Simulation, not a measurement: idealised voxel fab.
You're looking at the process module voxel wiring stack.
Pictured: cross-section cut, 190 nm wide, on a grid of 5 nm square cells.
How to read a cross-section here: the picture is a grid of square cells, written as bands going from the top down, and any band can span one or more rows of cells.
Basically the band line says how high the top is and how high the bottom is, in nm, and then what's in it from left to right, every material with its width in nm. Empty space shows up as "blank", and if a single material carries "edge to edge" it runs the full band edge to edge.
A quick word on heights: they are counted from 0, and under that level the wafer as it came to us is one material throughout. The lowest band is different from the rest in having no bottom; it simply continues downward, written as in "top 0, no bottom".
With a width like "30..40", each row of cells in the band differs from the next by the same amount, the top row carrying the first number and the bottom row the second.
"remained the same" means the step left every cell of the cross-section as it was.
"Closed empty spaces" enumerates empty spaces isolated from the top, with no open way to it, that contain at least 8 cells, giving each as width x height at distance from the left edge, all three in nm.
Anything after a step's settings on that line? It's the simulator's own note about the step.
overlay nm: on a step with a mask, how far right of its planned place the mask lay; negative means left.
Steps in the process plan
step 1: RECEIVE: material Si
step 2: CONFORMAL_DEP: material SiO2, thk nm 10
step 3: CONFORMAL_DEP: material SiCN, thk nm 5
step 4: DIRECTIONAL_DEP: material lowk, thk nm 20
step 5: DIRECTIONAL_DEP: material aC, thk nm 15
step 6: PATTERN: tone open, mask id METAL_1, material resist, width nm 25, pitch nm 55, thk nm 35, overlay nm 0
step 7: DIRECTIONAL_ETCH: etch materials aC, depth nm 15
step 8: STRIP: etch materials resist
step 9: DIRECTIONAL_ETCH: etch materials lowk, depth nm 20
step 10: DIRECTIONAL_ETCH: etch materials SiCN, depth nm 5
step 11: STRIP: etch materials aC
step 12: CONFORMAL_DEP: material TiN, thk nm 5
step 13: FILL_DEP: material Cu, thk nm 5
step 14: CMP: height nm 35
step 15: CONFORMAL_DEP: material SiCN, thk nm 5
step 16: DIRECTIONAL_DEP: material lowk, thk nm 10
step 17: DIRECTIONAL_DEP: material aC, thk nm 10
step 18: PATTERN: tone open, mask id PLUG_1, material resist, width nm 15, thk nm 30, overlay nm 0
step 19: DIRECTIONAL_ETCH: etch materials aC, depth nm 10
step 20: STRIP: etch materials resist
step 21: DIRECTIONAL_ETCH: etch materials lowk, depth nm 10
step 22: DIRECTIONAL_ETCH: etch materials SiCN, depth nm 5
step 23: STRIP: etch materials aC
step 24: EPI: material Ru, thk nm 10
step 25: EPI: material Ru, thk nm 5
step 26: DIRECTIONAL_DEP: material TiN, thk nm 5
step 27: DIRECTIONAL_DEP: material Ru, thk nm 15
step 28: DIRECTIONAL_DEP: material aC, thk nm 10
step 29: PATTERN: tone cover, mask id METAL_2, material resist, width nm 25, pitch nm 55, thk nm 30, overlay nm 0
step 30: DIRECTIONAL_ETCH: etch materials aC, depth nm 10
step 31: STRIP: etch materials resist
step 32: DIRECTIONAL_ETCH: etch materials Ru, depth nm 15
step 33: DIRECTIONAL_ETCH: etch materials TiN, depth nm 5
step 34: STRIP: etch materials aC
step 35: CONFORMAL_DEP: material SiN, thk nm 5
step 36: FILL_DEP: material SiO2, thk nm 10
step 37: CMP: height nm 70
step 38: CONFORMAL_DEP: material SiCN, thk nm 5
step 39: DIRECTIONAL_DEP: material lowk, thk nm 30
step 40: DIRECTIONAL_DEP: material aC, thk nm 15
step 41: PATTERN: tone open, mask id METAL_3, material resist, width nm 25, pitch nm 55, thk nm 35, overlay nm 0
step 42: DIRECTIONAL_ETCH: etch materials aC, depth nm 15
step 43: STRIP: etch materials resist
step 44: DIRECTIONAL_ETCH: etch materials lowk, depth nm 20
step 45: STRIP: etch materials aC
step 46: PATTERN: tone open, mask id METAL_3_HOLES, material resist, width nm 15, pitch nm 55, thk nm 15, overlay nm 0
step 47: DIRECTIONAL_ETCH: etch materials lowk, depth nm 10
step 48: DIRECTIONAL_ETCH: etch materials SiCN, depth nm 5
step 49: STRIP: etch materials resist
step 50: CONFORMAL_DEP: material TiN, thk nm 5
step 51: FILL_DEP: material Ru, thk nm 5
step 52: CMP: height nm 105
step 53: CONFORMAL_DEP: material SiCN, thk nm 5
step 54: DIRECTIONAL_DEP: material lowk, thk nm 25
step 55: MASKED_ETCH: tone open, mask id METAL_4_HOLES, width nm 15, pitch nm 55, etch materials lowk, depth nm 25, overlay nm 0
step 56: DIRECTIONAL_DEP: material aC, thk nm 10
step 57: PATTERN: tone open, mask id METAL_4, material resist, width nm 25, pitch nm 55, thk nm 30, overlay nm 0
step 58: DIRECTIONAL_ETCH: etch materials aC, depth nm 10
step 59: STRIP: etch materials resist
step 60: DIRECTIONAL_ETCH: etch materials lowk, depth nm 15
step 61: DIRECTIONAL_ETCH: etch materials SiCN, depth nm 5
step 62: STRIP: etch materials aC
step 63: CONFORMAL_DEP: material TiN, thk nm 5
step 64: FILL_DEP: material Cu, thk nm 10
step 65: CMP: height nm 135
step 66: CONFORMAL_DEP: material SiCN, thk nm 5
Cross-section: wafer on arrival = after step 1
> top 0, no bottom: Si edge to edge
> Closed empty spaces: none
First of two wafers at the end of the module, shown in cross-section; run carried out as planned
> top 140, bottom 135: SiCN edge to edge
> top 135, bottom 125: 55 of lowk | 5 of TiN | 15 of Cu | 5 of TiN | 30 of lowk | 5 of TiN | 15 of Cu | 5 of TiN | 55 of lowk
> top 125, bottom 120: 55 of lowk | 5 of TiN | 5 of Cu | 15 of TiN | 30 of lowk | 5 of TiN | 5 of Cu | 15 of TiN | 55 of lowk
> top 120, bottom 110: 55 of lowk | 5 of TiN | 5 of Cu | 5 of TiN | 40 of lowk | 5 of TiN | 5 of Cu | 5 of TiN | 65 of lowk
> top 110, bottom 105: 55 of SiCN | 15 of TiN | 40 of SiCN | 15 of TiN | 65 of SiCN
> top 105, bottom 90: 55 of lowk | 5 of TiN | 15 of Ru | 5 of TiN | 30 of lowk | 5 of TiN | 15 of Ru | 5 of TiN | 55 of lowk
> top 90, bottom 85: 55 of lowk | 5 of TiN | 5 of Ru | 15 of TiN | 30 of lowk | 5 of TiN | 5 of Ru | 15 of TiN | 55 of lowk
> top 85, bottom 75: 55 of lowk | 5 of TiN | 5 of Ru | 5 of TiN | 40 of lowk | 5 of TiN | 5 of Ru | 5 of TiN | 65 of lowk
> top 75, bottom 70: 55 of SiCN | 15 of TiN | 40 of SiCN | 15 of TiN | 65 of SiCN
> top 70, bottom 55: 50 of SiO2 | 5 of SiN | 25 of Ru | 5 of SiN | 20 of SiO2 | 5 of SiN | 25 of Ru | 5 of SiN | 50 of SiO2
> top 55, bottom 50: 55 of SiN | 25 of TiN | 30 of SiN | 25 of TiN | 55 of SiN
> top 50, bottom 40: 55 of lowk | 15 of Ru | 120 of lowk
> top 40, bottom 35: 55 of SiCN | 15 of Ru | 120 of SiCN
> top 35, bottom 15: 55 of lowk | 5 of TiN | 15 of Cu | 5 of TiN | 30 of lowk | 5 of TiN | 15 of Cu | 5 of TiN | 55 of lowk
> top 15, bottom 10: 55 of SiCN | 25 of TiN | 30 of SiCN | 25 of TiN | 55 of SiCN
> top 10, bottom 0: SiO2 edge to edge
> top 0, no bottom: Si edge to edge
> Closed empty spaces: none
Same start, same plan as the first wafer - but one mistake in the run. Cross-section of the second of the two at the end of the module
> top 140, bottom 135: SiCN edge to edge
> top 135, bottom 125: 55 of lowk | 5 of TiN | 15 of Cu | 5 of TiN | 30 of lowk | 5 of TiN | 15 of Cu | 5 of TiN | 55 of lowk
> top 125, bottom 120: 55 of lowk | 15 of TiN | 5 of Cu | 5 of TiN | 30 of lowk | 15 of TiN | 5 of Cu | 5 of TiN | 55 of lowk
> top 120, bottom 110: 65 of lowk | 5 of TiN | 5 of Cu | 5 of TiN | 40 of lowk | 5 of TiN | 5 of Cu | 5 of TiN | 55 of lowk
> top 110, bottom 105: 65 of SiCN | 15 of TiN | 40 of SiCN | 15 of TiN | 55 of SiCN
> top 105, bottom 90: 55 of lowk | 5 of TiN | 15 of Ru | 5 of TiN | 30 of lowk | 5 of TiN | 15 of Ru | 5 of TiN | 55 of lowk
> top 90, bottom 85: 55 of lowk | 5 of TiN | 5 of Ru | 15 of TiN | 30 of lowk | 5 of TiN | 5 of Ru | 15 of TiN | 55 of lowk
> top 85, bottom 75: 55 of lowk | 5 of TiN | 5 of Ru | 5 of TiN | 40 of lowk | 5 of TiN | 5 of Ru | 5 of TiN | 65 of lowk
> top 75, bottom 70: 55 of SiCN | 15 of TiN | 40 of SiCN | 15 of TiN | 65 of SiCN
> top 70, bottom 55: 50 of SiO2 | 5 of SiN | 25 of Ru | 5 of SiN | 20 of SiO2 | 5 of SiN | 25 of Ru | 5 of SiN | 50 of SiO2
> top 55, bottom 50: 55 of SiN | 25 of TiN | 30 of SiN | 25 of TiN | 55 of SiN
> top 50, bottom 40: 55 of lowk | 15 of Ru | 120 of lowk
> top 40, bottom 35: 55 of SiCN | 15 of Ru | 120 of SiCN
> top 35, bottom 15: 55 of lowk | 5 of TiN | 15 of Cu | 5 of TiN | 30 of lowk | 5 of TiN | 15 of Cu | 5 of TiN | 55 of lowk
> top 15, bottom 10: 55 of SiCN | 25 of TiN | 30 of SiCN | 25 of TiN | 55 of SiCN
> top 10, bottom 0: SiO2 edge to edge
> top 0, no bottom: Si edge to edge
> Closed empty spaces: none
Here's what went sideways: step 55, actual vs plan mismatch, actual run MASKED_ETCH: tone open, mask id METAL_4_HOLES, width nm 15, pitch nm 55, etch materials lowk, depth nm 25, overlay nm 10
Final wafers compared: equal cell tally per material, rearranged layout.
